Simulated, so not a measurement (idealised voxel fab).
Name of the process module below: voxel released beams
Each square cell in cross-section cut measures 5 nm, and the section as a whole is 190 nm wide.
Just so we're on the same page, the cross-sections are grids of square cells, and they're listed out in bands top to bottom, each band one or more rows deep.
Band entry format. Leading values: height of top, height of bottom, nm. Remainder: materials in left-to-right order, each with its width in nm. Special words: "throughout" on a single material, which then fills the band edge to edge; "air", empty space.
Height datum 0, below which the as-received substrate wafer is one material. Lowest band open at the bottom, running downward: "0 nm and below".
The expression "30..40" gives the width at the extremes of the band, the first number at its top row of cells and the second at its bottom row, with the width changing by equal amounts from each row to the next in between.
Step note "nothing got changed" = no cross-section cell changed.
"Enclosed void entries" specifies each empty space that is not open to the top and that occupies no fewer than 8 cells, using the form width x height at distance, the distance measured from the left edge and all three quantities in nm.
On a step's line, text after the settings is the simulator commenting on that step.
When a step includes a mask, the "overlay nm" setting on its line states how far to the right of its planned place that mask lay, and negative values state how far to the left.

Process steps foreseen in the plan
1. RECEIVE | material Si
2. CONFORMAL_DEP | material Al2O3 | thk nm 5
3. DIRECTIONAL_DEP | material SiO2 | thk nm 20
4. MASKED_ETCH | tone open | mask id ANCHOR | width nm 35 | etch materials SiO2 | depth nm 20 | overlay nm 0
5. CONFORMAL_DEP | material W | thk nm 15
6. DIRECTIONAL_DEP | material aC | thk nm 10
7. PATTERN | tone cover | mask id BEAM | material resist | width nm 105 | thk nm 25 | overlay nm 0
8. DIRECTIONAL_ETCH | etch materials aC | depth nm 10
9. STRIP | etch materials resist
10. DIRECTIONAL_ETCH | etch materials W | depth nm 15
11. STRIP | etch materials aC
12. STRIP | etch materials SiO2
The plan's step 7 width nm is the first wafer's value; the wafers differ in this setting and start identical.

As-received state after step 1, first of several wafers, cross-section
  0 nm and below | Si throughout
  Enclosed void entries: none

Here is the cross-section of the first of several wafers at the end of the module, after its last step, step 12
  40 nm to 25 nm | air 40 / W 15 / air 5 / W 85 / air 45
  25 nm to 20 nm | air 40 / W 15 / air 5 / W 15 / air 115
  20 nm to 5 nm | air 40 / W 35 / air 115
  5 nm to 0 nm | Al2O3 throughout
  0 nm and below | Si throughout
  Enclosed void entries: none

Wafer cross-section (last wafer, module end)
  40 nm to 25 nm | air 30 / W 25 / air 5 / W 100 / air 30
  25 nm to 20 nm | air 40 / W 15 / air 5 / W 15 / air 115
  20 nm to 5 nm | air 40 / W 35 / air 115
  5 nm to 0 nm | Al2O3 throughout
  0 nm and below | Si throughout
  Enclosed void entries: none

For your reference, the table is organized with a row per wafer; each row reflects the wafer at the end of the module, indicating for each material the cells gained (+) or lost (-) since receipt, and thereafter its closed voids
width nm 105 | +38 Al2O3 | +87 W | Enclosed void entries: none
width nm 110 | +38 Al2O3 | +90 W | Enclosed void entries: none
width nm 115 | +38 Al2O3 | +93 W | Enclosed void entries: none
width nm 120 | +38 Al2O3 | +96 W | Enclosed void entries: none
width nm 125 | +38 Al2O3 | +99 W | Enclosed void entries: none
width nm 130 | +38 Al2O3 | +102 W | Enclosed void entries: none
